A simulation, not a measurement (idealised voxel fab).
process module | voxel self aligned vias
cross-section cut | 275 nm wide | cells 5 nm
A cross-section is a grid of square cells, given in bands from the top down. A band is one or more rows of cells.
Each band's line starts with the height of the band's top and of its bottom, in nm. Then come its materials from left to right, each with its width in nm. One material with "throughout" fills the band from edge to edge. "air" is empty space.
Height 0 is the level under which the wafer as received is all one material. The lowest band goes on downwards, as in "0 down".
A width such as "30 to 40" changes by the same amount from each row of cells to the next, from the band's top row to its bottom row.
"no change" after a step means that no cell of the cross-section changed.
closed voids: empty space of 8 cells or more with no open way to the top, each as width x height at its distance from the left edge, in nm
after a step's settings: what the simulator itself notes on the step
overlay nm, on a step with a mask: how far to the right of its planned place the mask lay; to the left if negative
plan
1 op RECEIVE | material Si
2 op CONFORMAL_DEP | material SiO2 | thk nm 10
3 op CONFORMAL_DEP | material SiCN | thk nm 5
4 op DIRECTIONAL_DEP | material lowk | thk nm 20
5 op DIRECTIONAL_DEP | material aC | thk nm 15
6 op PATTERN | tone open | mask id LINES | material resist | width nm 25 | pitch nm 60 | thk nm 35 | overlay nm 0
7 op DIRECTIONAL_ETCH | etch materials aC | depth nm 15
8 op STRIP | etch materials resist
9 op DIRECTIONAL_ETCH | etch materials lowk | depth nm 20
10 op STRIP | etch materials aC
11 op CONFORMAL_DEP | material TiN | thk nm 5
12 op FILL_DEP | material W | thk nm 5
13 op CMP | height nm 35
14 op SELECTIVE_ETCH | etch materials W Ru TiN | depth nm 5
15 op FILL_DEP | material SiN | thk nm 10
16 op CMP | height nm 35
17 op DIRECTIONAL_DEP | material lowk | thk nm 20
18 op PATTERN | tone open | mask id VIAS | material resist | width nm 35 | pitch nm 120 | thk nm 20 | overlay nm 0
19 op DIRECTIONAL_ETCH | etch materials lowk | depth nm 20
20 op DIRECTIONAL_ETCH | etch materials SiN | depth nm 5
21 op STRIP | etch materials resist
22 op CONFORMAL_DEP | material TiN | thk nm 5
23 op FILL_DEP | material W | thk nm 10
24 op CMP | height nm 55
25 op CONFORMAL_DEP | material SiCN | thk nm 5
as received, after step 1
  0 down: Si throughout
  closed voids: none
a wafer at the end: this start, this plan, one mistake
  60 to 55: SiCN throughout
  55 to 40: W 55 | TiN 5 | lowk 35 | TiN 5 | W 75 | TiN 5 | lowk 35 | TiN 5 | W 55
  40 to 35: TiN 60 | lowk 35 | TiN 35 | W 15 | TiN 35 | lowk 35 | TiN 60
  35 to 30: lowk 65 | SiN 25 | lowk 35 | TiN 25 | lowk 35 | SiN 25 | lowk 65
  30 to 20: lowk 65 | TiN 5 | W 15 | TiN 5 | lowk 35 | TiN 5 | W 15 | TiN 5 | lowk 35 | TiN 5 | W 15 | TiN 5 | lowk 65
  20 to 15: lowk 65 | TiN 25 | lowk 35 | TiN 25 | lowk 35 | TiN 25 | lowk 65
  15 to 10: SiCN throughout
  10 to 0: SiO2 throughout
  0 down: Si throughout
  closed voids: none
what went wrong: step 18 ran as: op PATTERN | tone cover | mask id VIAS | material resist | width nm 35 | pitch nm 120 | thk nm 20 | overlay nm 0
